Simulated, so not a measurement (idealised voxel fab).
process module | voxel trench capacitor
cross-section cut | 285 nm wide | cells 5 nm
A cross-section is a grid of square cells, given in bands from the top down. A band is one or more rows of cells.
Each band's line starts with the height of the band's top and of its bottom, in nm. Then come its materials from left to right, each with its width in nm. One material with "throughout" fills the band from edge to edge. "air" is empty space.
Height 0 is the level under which the wafer as received is all one material. The lowest band goes on downwards, as in "0 down".
A width such as "30 to 40" changes by the same amount from each row of cells to the next, from the band's top row to its bottom row.
"no change" after a step means that no cell of the cross-section changed.
closed voids: empty space of 8 cells or more with no open way to the top, each as width x height at its distance from the left edge, in nm
after a step's settings: what the simulator itself notes on the step
overlay nm, on a step with a mask: how far to the right of its planned place the mask lay; to the left if negative
plan
1 op RECEIVE | material Si
2 op CONFORMAL_DEP | material SiN | thk nm 5
3 op MASKED_ETCH | tone open | mask id TRENCH | width nm 15 | pitch nm 40 | etch materials SiN | depth nm 5 | overlay nm 0
4 op MASKED_ETCH | tone open | mask id TRENCH | width nm 25 | pitch nm 40 | etch materials Si | depth nm 35 | overlay nm 0
5 op CONFORMAL_DEP | material Al2O3 | thk nm 5
6 op CONFORMAL_DEP | material TiN | thk nm 5
7 op FILL_DEP | material W | thk nm 10
8 op CMP | height nm 5
varied across the wafers: width nm of step 3. The plan shows the first wafer's value. All wafers start alike
first wafer as received, after step 1
  0 down: Si throughout
  closed voids: none
first wafer at the end, after step 8
  5 to 0: SiN 75 | Al2O3 5 | TiN 5 | Al2O3 5 | SiN 25 | Al2O3 5 | TiN 5 | Al2O3 5 | SiN 25 | Al2O3 5 | TiN 5 | Al2O3 5 | SiN 25 | Al2O3 5 | TiN 5 | Al2O3 5 | SiN 75
  0 to -30: Si 75 | Al2O3 5 | TiN 5 | Al2O3 5 | Si 25 | Al2O3 5 | TiN 5 | Al2O3 5 | Si 25 | Al2O3 5 | TiN 5 | Al2O3 5 | Si 25 | Al2O3 5 | TiN 5 | Al2O3 5 | Si 75
  -30 to -35: Si 75 | Al2O3 15 | Si 25 | Al2O3 15 | Si 25 | Al2O3 15 | Si 25 | Al2O3 15 | Si 75
  -35 down: Si throughout
  closed voids: none
last wafer at the end
  5 to 0: SiN 70 | Al2O3 5 | TiN 5 | W 5 | TiN 5 | Al2O3 5 | SiN 15 | Al2O3 5 | TiN 5 | W 5 | TiN 5 | Al2O3 5 | SiN 15 | Al2O3 5 | TiN 5 | W 5 | TiN 5 | Al2O3 5 | SiN 15 | Al2O3 5 | TiN 5 | W 5 | TiN 5 | Al2O3 5 | SiN 70
  0 to -25: Si 70 | Al2O3 5 | TiN 5 | W 5 | TiN 5 | Al2O3 5 | Si 15 | Al2O3 5 | TiN 5 | W 5 | TiN 5 | Al2O3 5 | Si 15 | Al2O3 5 | TiN 5 | W 5 | TiN 5 | Al2O3 5 | Si 15 | Al2O3 5 | TiN 5 | W 5 | TiN 5 | Al2O3 5 | Si 70
  -25 to -30: Si 70 | Al2O3 5 | TiN 15 | Al2O3 5 | Si 15 | Al2O3 5 | TiN 15 | Al2O3 5 | Si 15 | Al2O3 5 | TiN 15 | Al2O3 5 | Si 15 | Al2O3 5 | TiN 15 | Al2O3 5 | Si 70
  -30 to -35: Si 70 | Al2O3 25 | Si 15 | Al2O3 25 | Si 15 | Al2O3 25 | Si 15 | Al2O3 25 | Si 70
  -35 down: Si throughout
  closed voids: none
each wafer at the end: cells of each material gained (+) or lost (-) since it was received, then its closed voids
width nm 15 | +68 Al2O3 | -84 Si | +45 SiN | +28 TiN | closed voids: none
width nm 20 | +72 Al2O3 | -112 Si | +41 SiN | +56 TiN | closed voids: none
width nm 25 | +76 Al2O3 | -140 Si | +37 SiN | +60 TiN | +24 W | closed voids: none
